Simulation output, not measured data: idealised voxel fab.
Presented below is a process module, voxel capacitor over wiring.
cross-section cut | 300 nm wide | cells 5 nm
A cross-section is a grid of square cells, given in bands from the top down. A band is one or more rows of cells.
Quick guide to a band line: top height, bottom height (nm) up front; then every material left to right with its width in nm. Only one material and it's marked "full width"? Then it fills the band edge to edge. And "air" just means empty space.
Zero point of the height axis is 0; under it, received wafer = one material. Lowest band: continues down indefinitely, "top 0, no bottom".
A width such as "30 to 40" changes by the same amount from each row of cells to the next, from the band's top row to its bottom row.
The cross-section has no changed cell in any step marked "nothing was modified".
"Catalogued sealed voids" enumerates empty spaces isolated from the top, with no open way to it, that contain at least 8 cells, giving each as width x height at distance from the left edge, all three in nm.
Where a step's line continues beyond its settings, the continuation is a remark by the simulator itself on that step.
overlay nm: step with mask; distance mask lay right of planned place; negative value = left of planned place.
[This section lists the process steps that were planned]
1 RECEIVE (material Si)
2 CONFORMAL_DEP (material SiO2; thk nm 15)
3 CONFORMAL_DEP (material SiN; thk nm 5)
4 DIRECTIONAL_DEP (material lowk; thk nm 20)
5 DIRECTIONAL_DEP (material aC; thk nm 15)
6 PATTERN (tone open; mask id METAL_1; material resist; width nm 20; pitch nm 85; thk nm 30; overlay nm 0)
7 DIRECTIONAL_ETCH (etch materials aC; depth nm 15)
8 STRIP (etch materials resist)
9 DIRECTIONAL_ETCH (etch materials lowk; depth nm 20)
10 DIRECTIONAL_ETCH (etch materials SiN; depth nm 5)
11 STRIP (etch materials aC)
12 CONFORMAL_DEP (material TiN; thk nm 5)
13 FILL_DEP (material Cu; thk nm 10)
14 CMP (height nm 40)
15 CONFORMAL_DEP (material SiCN; thk nm 5)
16 DIRECTIONAL_DEP (material lowk; thk nm 20)
17 PATTERN (tone open; mask id PLUG_1; material resist; width nm 15; thk nm 20; overlay nm 0)
18 DIRECTIONAL_ETCH (etch materials lowk; depth nm 20)
19 DIRECTIONAL_ETCH (etch materials SiCN; depth nm 5)
20 STRIP (etch materials resist)
21 EPI (material Ru; thk nm 10)
22 EPI (material Ru; thk nm 10)
23 EPI (material Ru; thk nm 5)
24 DIRECTIONAL_DEP (material TiN; thk nm 5)
25 DIRECTIONAL_DEP (material SiN; thk nm 5)
26 DIRECTIONAL_DEP (material TiN; thk nm 10)
27 PATTERN (tone cover; mask id UPPER_PLATE; material resist; width nm 70; thk nm 15; overlay nm 0)
28 DIRECTIONAL_ETCH (etch materials TiN; depth nm 10)
29 DIRECTIONAL_ETCH (etch materials SiN; depth nm 5)
30 STRIP (etch materials resist)
31 MASKED_ETCH (tone cover; mask id LOWER_PLATE; width nm 80; etch materials TiN; depth nm 5; overlay nm 0)
32 FILL_DEP (material SiO2; thk nm 20)
33 CMP (height nm 100)
34 MASKED_ETCH (tone open; mask id PLUG_2; width nm 15; etch materials SiO2; depth nm 15; overlay nm 0)
35 CONFORMAL_DEP (material TiN; thk nm 5)
36 FILL_DEP (material Cu; thk nm 10)
37 CMP (height nm 100)
38 CONFORMAL_DEP (material SiCN; thk nm 5)
[First wafer, two in total, run as planned]
[Received-state cross-section, reflecting completion of step 1]
	top 0, no bottom | Si full width
	Catalogued sealed voids: none
[So this is the wafer cross-section right after step 2]
	top 15, bottom 0 | SiO2 full width
	Lower than 0, everything is as it was.
[So this is the wafer cross-section right after step 3]
	top 20, bottom 15 | SiN full width
	Lower than 15, everything is as it was.
[So this is the wafer cross-section right after step 4]
	top 40, bottom 20 | lowk full width
	Lower than 20, everything is as it was.
[So this is the wafer cross-section right after step 5]
	top 55, bottom 40 | aC full width
	Lower than 40, everything is as it was.
[So this is the wafer cross-section right after step 6]
	top 85, bottom 55 | resist 95 nm, then air 20 nm, then resist 65 nm, then air 20 nm, then resist 100 nm
	Lower than 55, everything is as it was.
[So this is the wafer cross-section right after step 7]
	top 70, bottom 55 | resist 95 nm, then air 20 nm, then resist 65 nm, then air 20 nm, then resist 100 nm
	top 55, bottom 40 | aC 95 nm, then air 20 nm, then aC 65 nm, then air 20 nm, then aC 100 nm
	Lower than 40, everything is as it was.
[So this is the wafer cross-section right after step 8]
	top 55, bottom 40 | aC 95 nm, then air 20 nm, then aC 65 nm, then air 20 nm, then aC 100 nm
	Lower than 40, everything is as it was.
[So this is the wafer cross-section right after step 9]
	top 55, bottom 40 | aC 95 nm, then air 20 nm, then aC 65 nm, then air 20 nm, then aC 100 nm
	top 40, bottom 20 | lowk 95 nm, then air 20 nm, then lowk 65 nm, then air 20 nm, then lowk 100 nm
	Lower than 20, everything is as it was.
[So this is the wafer cross-section right after step 10]
	top 55, bottom 40 | aC 95 nm, then air 20 nm, then aC 65 nm, then air 20 nm, then aC 100 nm
	top 40, bottom 20 | lowk 95 nm, then air 20 nm, then lowk 65 nm, then air 20 nm, then lowk 100 nm
	top 20, bottom 15 | SiN 95 nm, then air 20 nm, then SiN 65 nm, then air 20 nm, then SiN 100 nm
	Lower than 15, everything is as it was.
[So this is the wafer cross-section right after step 11]
	top 40, bottom 20 | lowk 95 nm, then air 20 nm, then lowk 65 nm, then air 20 nm, then lowk 100 nm
	Lower than 20, everything is as it was.
[So this is the wafer cross-section right after step 12]
	top 45, bottom 40 | TiN 100 nm, then air 10 nm, then TiN 75 nm, then air 10 nm, then TiN 105 nm
	top 40, bottom 20 | lowk 95 nm, then TiN 5 nm, then air 10 nm, then TiN 5 nm, then lowk 65 nm, then TiN 5 nm, then air 10 nm, then TiN 5 nm, then lowk 100 nm
	top 20, bottom 15 | SiN 95 nm, then TiN 20 nm, then SiN 65 nm, then TiN 20 nm, then SiN 100 nm
	Lower than 15, everything is as it was.
[So this is the wafer cross-section right after step 13]
	top 55, bottom 45 | Cu full width
	top 45, bottom 40 | TiN 100 nm, then Cu 10 nm, then TiN 75 nm, then Cu 10 nm, then TiN 105 nm
	top 40, bottom 20 | lowk 95 nm, then TiN 5 nm, then Cu 10 nm, then TiN 5 nm, then lowk 65 nm, then TiN 5 nm, then Cu 10 nm, then TiN 5 nm, then lowk 100 nm
	Lower than 20, everything is as it was.
[So this is the wafer cross-section right after step 14]
	top 40, bottom 20 | lowk 95 nm, then TiN 5 nm, then Cu 10 nm, then TiN 5 nm, then lowk 65 nm, then TiN 5 nm, then Cu 10 nm, then TiN 5 nm, then lowk 100 nm
	Lower than 20, everything is as it was.
[So this is the wafer cross-section right after step 15]
	top 45, bottom 40 | SiCN full width
	Lower than 40, everything is as it was.
[So this is the wafer cross-section right after step 16]
	top 65, bottom 45 | lowk full width
	Lower than 45, everything is as it was.
[So this is the wafer cross-section right after step 17]
	top 85, bottom 65 | resist 100 nm, then air 15 nm, then resist 185 nm
	Lower than 65, everything is as it was.
[So this is the wafer cross-section right after step 18]
	top 85, bottom 65 | resist 100 nm, then air 15 nm, then resist 185 nm
	top 65, bottom 45 | lowk 100 nm, then air 15 nm, then lowk 185 nm
	Lower than 45, everything is as it was.
[So this is the wafer cross-section right after step 19]
	top 85, bottom 65 | resist 100 nm, then air 15 nm, then resist 185 nm
	top 65, bottom 45 | lowk 100 nm, then air 15 nm, then lowk 185 nm
	top 45, bottom 40 | SiCN 100 nm, then air 15 nm, then SiCN 185 nm
	Lower than 40, everything is as it was.
[So this is the wafer cross-section right after step 20]
	top 65, bottom 45 | lowk 100 nm, then air 15 nm, then lowk 185 nm
	Lower than 45, everything is as it was.
[So this is the wafer cross-section right after step 21]
	top 65, bottom 50 | lowk 100 nm, then air 15 nm, then lowk 185 nm
	top 50, bottom 45 | lowk 100 nm, then Ru 15 nm, then lowk 185 nm
	top 45, bottom 40 | SiCN 100 nm, then Ru 15 nm, then SiCN 185 nm
	Lower than 40, everything is as it was.
[So this is the wafer cross-section right after step 22]
	top 65, bottom 60 | lowk 100 nm, then air 15 nm, then lowk 185 nm
	top 60, bottom 45 | lowk 100 nm, then Ru 15 nm, then lowk 185 nm
	Lower than 45, everything is as it was.
[So this is the wafer cross-section right after step 23]
	top 65, bottom 45 | lowk 100 nm, then Ru 15 nm, then lowk 185 nm
	Lower than 45, everything is as it was.
[So this is the wafer cross-section right after step 24]
	top 70, bottom 65 | TiN full width
	Lower than 65, everything is as it was.
[So this is the wafer cross-section right after step 25]
	top 75, bottom 70 | SiN full width
	Lower than 70, everything is as it was.
[So this is the wafer cross-section right after step 26]
	top 85, bottom 75 | TiN full width
	Lower than 75, everything is as it was.
[So this is the wafer cross-section right after step 27]
	top 100, bottom 85 | air 100 nm, then resist 70 nm, then air 130 nm
	Lower than 85, everything is as it was.
[So this is the wafer cross-section right after step 28]
	top 100, bottom 85 | air 100 nm, then resist 70 nm, then air 130 nm
	top 85, bottom 75 | air 100 nm, then TiN 70 nm, then air 130 nm
	Lower than 75, everything is as it was.
[So this is the wafer cross-section right after step 29]
	top 100, bottom 85 | air 100 nm, then resist 70 nm, then air 130 nm
	top 85, bottom 75 | air 100 nm, then TiN 70 nm, then air 130 nm
	top 75, bottom 70 | air 100 nm, then SiN 70 nm, then air 130 nm
	Lower than 70, everything is as it was.
[So this is the wafer cross-section right after step 30]
	top 85, bottom 75 | air 100 nm, then TiN 70 nm, then air 130 nm
	Lower than 75, everything is as it was.
[So this is the wafer cross-section right after step 31]
	top 85, bottom 75 | air 100 nm, then TiN 70 nm, then air 130 nm
	top 75, bottom 70 | air 100 nm, then SiN 70 nm, then air 130 nm
	top 70, bottom 65 | air 95 nm, then TiN 80 nm, then air 125 nm
	Lower than 65, everything is as it was.
[So this is the wafer cross-section right after step 32]
	top 105, bottom 85 | SiO2 full width
	top 85, bottom 75 | SiO2 100 nm, then TiN 70 nm, then SiO2 130 nm
	top 75, bottom 70 | SiO2 100 nm, then SiN 70 nm, then SiO2 130 nm
	top 70, bottom 65 | SiO2 95 nm, then TiN 80 nm, then SiO2 125 nm
	Lower than 65, everything is as it was.
[So this is the wafer cross-section right after step 33]
	top 100, bottom 85 | SiO2 full width
	Lower than 85, everything is as it was.
[So this is the wafer cross-section right after step 34]
	top 100, bottom 85 | SiO2 110 nm, then air 15 nm, then SiO2 175 nm
	Lower than 85, everything is as it was.
[So this is the wafer cross-section right after step 35]
	top 105, bottom 100 | TiN 115 nm, then air 5 nm, then TiN 180 nm
	top 100, bottom 90 | SiO2 110 nm, then TiN 5 nm, then air 5 nm, then TiN 5 nm, then SiO2 175 nm
	top 90, bottom 85 | SiO2 110 nm, then TiN 15 nm, then SiO2 175 nm
	Lower than 85, everything is as it was.
[So this is the wafer cross-section right after step 36]
	top 115, bottom 105 | Cu full width
	top 105, bottom 100 | TiN 115 nm, then Cu 5 nm, then TiN 180 nm
	top 100, bottom 90 | SiO2 110 nm, then TiN 5 nm, then Cu 5 nm, then TiN 5 nm, then SiO2 175 nm
	Lower than 90, everything is as it was.
[So this is the wafer cross-section right after step 37]
	top 100, bottom 90 | SiO2 110 nm, then TiN 5 nm, then Cu 5 nm, then TiN 5 nm, then SiO2 175 nm
	Lower than 90, everything is as it was.
[So this is the wafer cross-section right after step 38]
	top 105, bottom 100 | SiCN full width
	Lower than 100, everything is as it was.
[The Second Wafer: Common Origin and Plan, One Mistake in Execution, Identical to the First Through Step 22]
[The second wafer cut through, at the time step 23 was supposed to be finished]
	top 70, bottom 65 | TiN 100 nm, then air 15 nm, then TiN 185 nm
	top 65, bottom 60 | lowk 100 nm, then TiN 15 nm, then lowk 185 nm
	Lower than 60, everything is as it was.
[The second wafer cut through, at the time step 24 was supposed to be finished]
	top 75, bottom 70 | Ru 105 nm, then air 5 nm, then Ru 190 nm
	top 70, bottom 65 | TiN 100 nm, then Ru 15 nm, then TiN 185 nm
	Lower than 65, everything is as it was.
[The second wafer cut through, at the time step 25 was supposed to be finished]
	top 80, bottom 75 | SiN 105 nm, then air 5 nm, then SiN 190 nm
	top 75, bottom 70 | Ru 105 nm, then SiN 5 nm, then Ru 190 nm
	Lower than 70, everything is as it was.
[The second wafer cut through, at the time step 26 was supposed to be finished]
	top 90, bottom 85 | TiN 105 nm, then air 5 nm, then TiN 190 nm
	top 85, bottom 80 | TiN full width
	top 80, bottom 75 | SiN 105 nm, then TiN 5 nm, then SiN 190 nm
	Lower than 75, everything is as it was.
[The second wafer cut through, at the time step 27 was supposed to be finished]
	top 105, bottom 90 | air 100 nm, then resist 70 nm, then air 130 nm
	top 90, bottom 85 | TiN 105 nm, then resist 5 nm, then TiN 190 nm
	Lower than 85, everything is as it was.
[The second wafer cut through, at the time step 28 was supposed to be finished]
	top 105, bottom 90 | air 100 nm, then resist 70 nm, then air 130 nm
	top 90, bottom 85 | air 100 nm, then TiN 5 nm, then resist 5 nm, then TiN 60 nm, then air 130 nm
	top 85, bottom 80 | air 100 nm, then TiN 70 nm, then air 130 nm
	Lower than 80, everything is as it was.
[The second wafer cut through, at the time step 29 was supposed to be finished]
	top 105, bottom 90 | air 100 nm, then resist 70 nm, then air 130 nm
	top 90, bottom 85 | air 100 nm, then TiN 5 nm, then resist 5 nm, then TiN 60 nm, then air 130 nm
	top 85, bottom 80 | air 100 nm, then TiN 70 nm, then air 130 nm
	top 80, bottom 75 | air 100 nm, then SiN 5 nm, then TiN 5 nm, then SiN 60 nm, then air 130 nm
	Lower than 75, everything is as it was.
[The second wafer cut through, at the time step 30 was supposed to be finished]
	top 90, bottom 85 | air 100 nm, then TiN 5 nm, then air 5 nm, then TiN 60 nm, then air 130 nm
	Lower than 85, everything is as it was.
The second wafer cut through, at the time step 31 was supposed to be finished: nothing was modified
[The second wafer cut through, at the time step 32 was supposed to be finished]
	top 110, bottom 90 | SiO2 full width
	top 90, bottom 85 | SiO2 100 nm, then TiN 5 nm, then SiO2 5 nm, then TiN 60 nm, then SiO2 130 nm
	top 85, bottom 80 | SiO2 100 nm, then TiN 70 nm, then SiO2 130 nm
	top 80, bottom 75 | SiO2 100 nm, then SiN 5 nm, then TiN 5 nm, then SiN 60 nm, then SiO2 130 nm
	Lower than 75, everything is as it was.
[The second wafer cut through, at the time step 33 was supposed to be finished]
	top 100, bottom 90 | SiO2 full width
	Lower than 90, everything is as it was.
[The second wafer cut through, at the time step 34 was supposed to be finished]
	top 100, bottom 90 | SiO2 110 nm, then air 15 nm, then SiO2 175 nm
	Lower than 90, everything is as it was.
[The second wafer cut through, at the time step 35 was supposed to be finished]
	top 105, bottom 100 | TiN 115 nm, then air 5 nm, then TiN 180 nm
	top 100, bottom 95 | SiO2 110 nm, then TiN 5 nm, then air 5 nm, then TiN 5 nm, then SiO2 175 nm
	top 95, bottom 90 | SiO2 110 nm, then TiN 15 nm, then SiO2 175 nm
	Lower than 90, everything is as it was.
[The second wafer cut through, at the time step 36 was supposed to be finished]
	top 115, bottom 105 | Cu full width
	top 105, bottom 100 | TiN 115 nm, then Cu 5 nm, then TiN 180 nm
	top 100, bottom 95 | SiO2 110 nm, then TiN 5 nm, then Cu 5 nm, then TiN 5 nm, then SiO2 175 nm
	Lower than 95, everything is as it was.
[The second wafer cut through, at the time step 37 was supposed to be finished]
	top 100, bottom 95 | SiO2 110 nm, then TiN 5 nm, then Cu 5 nm, then TiN 5 nm, then SiO2 175 nm
	Lower than 95, everything is as it was.
[The second wafer cut through, at the time step 38 was supposed to be finished]
	top 105, bottom 100 | SiCN full width
	Lower than 100, everything is as it was.
Error vs. plan: steps 23 and 24 were swapped
Bottom line after processing is that, in cells, the second wafer is up or down on some materials versus the first: Cu -1, Ru +59, SiO2 -100, TiN +42
